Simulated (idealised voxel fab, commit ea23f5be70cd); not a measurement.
process module | voxel double patterning
cross-section cut | 295 nm wide | cells 5 nm
A cross-section is a grid of square cells, given in bands from the top down. A band is one or more rows of cells.
Each band's line starts with the height of the band's top and of its bottom, in nm. Then come its materials from left to right, each with its width in nm. One material with "throughout" fills the band from edge to edge. "air" is empty space.
Height 0 is the level under which the wafer as received is all one material. The lowest band goes on downwards, as in "0 down".
A width such as "30 to 40" changes by the same amount from each row of cells to the next, from the band's top row to its bottom row.
"no change" after a step means that no cell of the cross-section changed.
closed voids: empty space of 8 cells or more with no open way to the top, each as width x height at its distance from the left edge, in nm
after a step's settings: what the simulator itself notes on the step
overlay nm, on a step with a mask: how far to the right of its planned place the mask lay; to the left if negative
plan
1 op RECEIVE | material Si
2 op CONFORMAL_DEP | material SiO2 | thk nm 5
3 op DIRECTIONAL_DEP | material W | thk nm 20
4 op DIRECTIONAL_DEP | material SiN | thk nm 10
5 op MASKED_ETCH | tone open | mask id FIRST | width nm 15 | pitch nm 50 | etch materials SiN | depth nm 10 | overlay nm 0
6 op DIRECTIONAL_DEP | material aC | thk nm 10
7 op PATTERN | tone open | mask id SECOND | material resist | width nm 15 | pitch nm 50 | thk nm 30 | overlay nm 0
8 op DIRECTIONAL_ETCH | etch materials aC | depth nm 10
9 op STRIP | etch materials resist
10 op DIRECTIONAL_ETCH | etch materials SiN | depth nm 10
11 op STRIP | etch materials aC
12 op DIRECTIONAL_ETCH | etch materials W | depth nm 20
13 op STRIP | etch materials SiN
as received, after step 1
  0 down: Si throughout
  closed voids: none
first wafer at the end, as planned
  25 to 5: W 90 | air 15 | W 10 | air 15 | W 10 | air 15 | W 10 | air 15 | W 10 | air 15 | W 90
  5 to 0: SiO2 throughout
  0 down: Si throughout
  closed voids: none
second wafer at the end: like start, like plan, one mistake
  35 to 15: W 90 | air 15 | W 10 | air 15 | W 10 | air 15 | W 10 | air 15 | W 10 | air 15 | W 90
  15 to 5: W throughout
  5 to 0: SiO2 throughout
  0 down: Si throughout
  closed voids: none
what went wrong: step 3 ran as: op DIRECTIONAL_DEP | material W | thk nm 30
at the end the second wafer has, in cells: 118 more of W
